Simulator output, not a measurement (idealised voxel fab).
A process module follows: voxel air gaps.
It is cross-section cut that appears here, measuring 140 nm in width, its square cells being 5 nm in size.
In this document a cross-section is written as a grid of square cells. It is given as a series of bands, listed from the top down, and a band is one or more rows of cells. Read a band's entry like this: the first values are the height of its top and the height of its bottom in nm, and what follows is the sequence of materials from left to right, each with its width in nm. Note that "empty" is empty space, and that a single material marked "edge to edge" reaches across the band from edge to edge. Heights are measured from 0, the level below which the as-received wafer is all one material; the lowest band has no bottom and continues downward, written as in "0 -> down". The expression "30 to 40" gives the width at the extremes of the band, the first number at its top row of cells and the second at its bottom row, with the width changing by equal amounts from each row to the next in between. "everything unchanged" means the step left every cell of the cross-section as it was. Closed-off voids of 8+ cells (no open route to the top) go in "Enclosed empty spaces", written width x height at distance from the left edge, in nm. That trailing text on a step's line, after the settings, is the simulator's own remark on the step. "overlay nm" on a masked step: distance the mask lay right of its planned place, negative for left.
**Process steps foreseen in the plan**
step 1: RECEIVE,material Si
step 2: CONFORMAL_DEP,material SiO2,thk nm 15
step 3: CONFORMAL_DEP,material SiN,thk nm 5
step 4: DIRECTIONAL_DEP,material SiO2,thk nm 40
step 5: DIRECTIONAL_DEP,material aC,thk nm 10
step 6: PATTERN,tone open,mask id LINES,material resist,width nm 15,pitch nm 40,thk nm 25,overlay nm 0
step 7: DIRECTIONAL_ETCH,etch materials aC,depth nm 10
step 8: STRIP,etch materials resist
step 9: DIRECTIONAL_ETCH,etch materials SiO2,depth nm 40
step 10: STRIP,etch materials aC
step 11: CONFORMAL_DEP,material TiN,thk nm 5
step 12: FILL_DEP,material Ru,thk nm 5
step 13: CMP,height nm 60
step 14: EPI,material Ru,thk nm 10
step 15: SELECTIVE_ETCH,etch materials SiO2,depth nm 50
step 16: CONFORMAL_DEP,material SiCN,thk nm 5
**Cross-section, incoming material, after step 1**
    0 -> down: Si edge to edge
    Enclosed empty spaces: none
**Cross-section: first of two wafers, module finished, run according to plan**
    75 -> 70: empty (5) | SiCN (125) | empty (10)
    70 -> 60: empty (5) | SiCN (5) | Ru (35) | SiCN (5) | Ru (35) | SiCN (5) | Ru (35) | SiCN (5) | empty (10)
    60 -> 55: empty (5) | SiCN (15) | TiN (5) | Ru (5) | TiN (5) | SiCN (25) | TiN (5) | Ru (5) | TiN (5) | SiCN (25) | TiN (5) | Ru (5) | TiN (5) | SiCN (15) | empty (10)
    55 -> 25: empty (15) | SiCN (5) | TiN (5) | Ru (5) | TiN (5) | SiCN (5) | empty (15) | SiCN (5) | TiN (5) | Ru (5) | TiN (5) | SiCN (5) | empty (15) | SiCN (5) | TiN (5) | Ru (5) | TiN (5) | SiCN (5) | empty (20)
    25 -> 20: SiCN (20) | TiN (15) | SiCN (25) | TiN (15) | SiCN (25) | TiN (15) | SiCN (25)
    20 -> 15: SiN edge to edge
    15 -> 0: SiO2 edge to edge
    0 -> down: Si edge to edge
    Enclosed empty spaces: 15 x 30 at 40; 15 x 30 at 80
**The second wafer, shown in cross-section after the module: started the same way as the first and given the same plan, yet one mistake crept into how it was run**
    75 -> 70: empty (5) | SiCN (125) | empty (10)
    70 -> 60: empty (5) | SiCN (5) | Ru (35) | SiCN (5) | Ru (35) | SiCN (5) | Ru (35) | SiCN (5) | empty (10)
    60 -> 55: empty (5) | SiCN (15) | TiN (5) | Ru (5) | TiN (5) | SiCN (25) | TiN (5) | Ru (5) | TiN (5) | SiCN (25) | TiN (5) | Ru (5) | TiN (5) | SiCN (15) | empty (10)
    55 -> 40: empty (15) | SiCN (5) | TiN (5) | Ru (5) | TiN (5) | SiCN (5) | empty (15) | SiCN (5) | TiN (5) | Ru (5) | TiN (5) | SiCN (5) | empty (15) | SiCN (5) | TiN (5) | Ru (5) | TiN (5) | SiCN (5) | empty (20)
    40 -> 35: SiCN (20) | TiN (15) | SiCN (25) | TiN (15) | SiCN (25) | TiN (15) | SiCN (25)
    35 -> 30: SiN edge to edge
    30 -> 0: SiO2 edge to edge
    0 -> down: Si edge to edge
    Enclosed empty spaces: 15 x 15 at 40; 15 x 15 at 80
Misprocessing identified: plan step 2 ran twice
Final cells, second wafer relative to first, materials higher or lower: Ru -9, SiCN -18, SiO2 +84, TiN -18
